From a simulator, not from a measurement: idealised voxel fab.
process module | voxel self aligned contacts
cross-section cut | 295 nm wide | cells 5 nm
A cross-section is a grid of square cells, given in bands from the top down. A band is one or more rows of cells.
Each band's line starts with the height of the band's top and of its bottom, in nm. Then come its materials from left to right, each with its width in nm. One material with "throughout" fills the band from edge to edge. "air" is empty space.
Height 0 is the level under which the wafer as received is all one material. The lowest band goes on downwards, as in "0 down".
A width such as "30 to 40" changes by the same amount from each row of cells to the next, from the band's top row to its bottom row.
"no change" after a step means that no cell of the cross-section changed.
closed voids: empty space of 8 cells or more with no open way to the top, each as width x height at its distance from the left edge, in nm
after a step's settings: what the simulator itself notes on the step
overlay nm, on a step with a mask: how far to the right of its planned place the mask lay; to the left if negative
plan
1 op RECEIVE | material Si
2 op CONFORMAL_DEP | material SiO2 | thk nm 5
3 op DIRECTIONAL_DEP | material polySi | thk nm 20
4 op DIRECTIONAL_DEP | material SiN | thk nm 25
5 op DIRECTIONAL_DEP | material aC | thk nm 15
6 op PATTERN | tone cover | mask id GATE | material resist | width nm 25 | pitch nm 65 | thk nm 30 | overlay nm 0
7 op DIRECTIONAL_ETCH | etch materials aC | depth nm 15
8 op STRIP | etch materials resist
9 op DIRECTIONAL_ETCH | etch materials SiN | depth nm 25
10 op DIRECTIONAL_ETCH | etch materials polySi | depth nm 20
11 op STRIP | etch materials aC
12 op CONFORMAL_DEP | material SiN | thk nm 10
13 op DIRECTIONAL_ETCH | etch materials SiN | depth nm 10
14 op FILL_DEP | material SiO2 | thk nm 15
15 op CMP | height nm 60
16 op DIRECTIONAL_DEP | material aC | thk nm 10
17 op PATTERN | tone open | mask id CONTACT | material resist | width nm 50 | pitch nm 65 | thk nm 25 | overlay nm 0
18 op DIRECTIONAL_ETCH | etch materials aC | depth nm 10
19 op STRIP | etch materials resist
20 op DIRECTIONAL_ETCH | etch materials SiO2 | depth nm 60
21 op STRIP | etch materials aC
22 op CONFORMAL_DEP | material TiN | thk nm 5
23 op FILL_DEP | material Ru | thk nm 10
24 op CMP | height nm 60
25 op CONFORMAL_DEP | material SiN | thk nm 5
as received, after step 1
  0 down: Si throughout
  closed voids: none
first wafer at the end, as planned
  65 to 60: SiN throughout
  60 to 50: SiO2 90 | TiN 5 to 20 | Ru 40 to 10 | TiN 5 to 20 | SiO2 15 | TiN 5 to 20 | Ru 40 to 10 | TiN 5 to 20 | SiO2 90
  50 to 25: SiO2 60 | SiN 45 | TiN 5 | Ru 10 | TiN 5 | SiN 45 | TiN 5 | Ru 10 | TiN 5 | SiN 45 | SiO2 60
  25 to 5: SiO2 60 | SiN 10 | polySi 25 | SiN 10 | TiN 5 | Ru 10 | TiN 5 | SiN 10 | polySi 25 | SiN 10 | TiN 5 | Ru 10 | TiN 5 | SiN 10 | polySi 25 | SiN 10 | SiO2 60
  5 to 0: SiO2 105 | TiN 20 | SiO2 45 | TiN 20 | SiO2 105
  0 down: Si throughout
  closed voids: none
second wafer at the end: like start, like plan, one mistake
  65 to 60: SiN throughout
  60 to 50: SiO2 90 | TiN 5 to 20 | Ru 40 to 10 | TiN 5 to 20 | SiO2 15 | TiN 5 to 20 | Ru 40 to 10 | TiN 5 to 20 | SiO2 90
  50 to 25: SiO2 60 | SiN 45 | TiN 5 | Ru 10 | TiN 5 | SiN 45 | TiN 5 | Ru 10 | TiN 5 | SiN 45 | SiO2 60
  25 to 20: SiO2 60 | SiN 10 | polySi 25 | SiN 10 | TiN 5 | Ru 10 | TiN 5 | SiN 10 | polySi 25 | SiN 10 | TiN 5 | Ru 10 | TiN 5 | SiN 10 | polySi 25 | SiN 10 | SiO2 60
  20 to 15: SiO2 60 | SiN 10 | polySi 25 | SiN 10 | TiN 20 | SiN 10 | polySi 25 | SiN 10 | TiN 20 | SiN 10 | polySi 25 | SiN 10 | SiO2 60
  15 to 5: SiN 70 | polySi 25 | SiN 40 | polySi 25 | SiN 40 | polySi 25 | SiN 70
  5 to 0: SiO2 throughout
  0 down: Si throughout
  closed voids: none
what went wrong: steps 12 and 13 were swapped
at the end the second wafer has, in cells: 12 fewer of Ru | 64 more of SiN | 40 fewer of SiO2 | 12 fewer of TiN
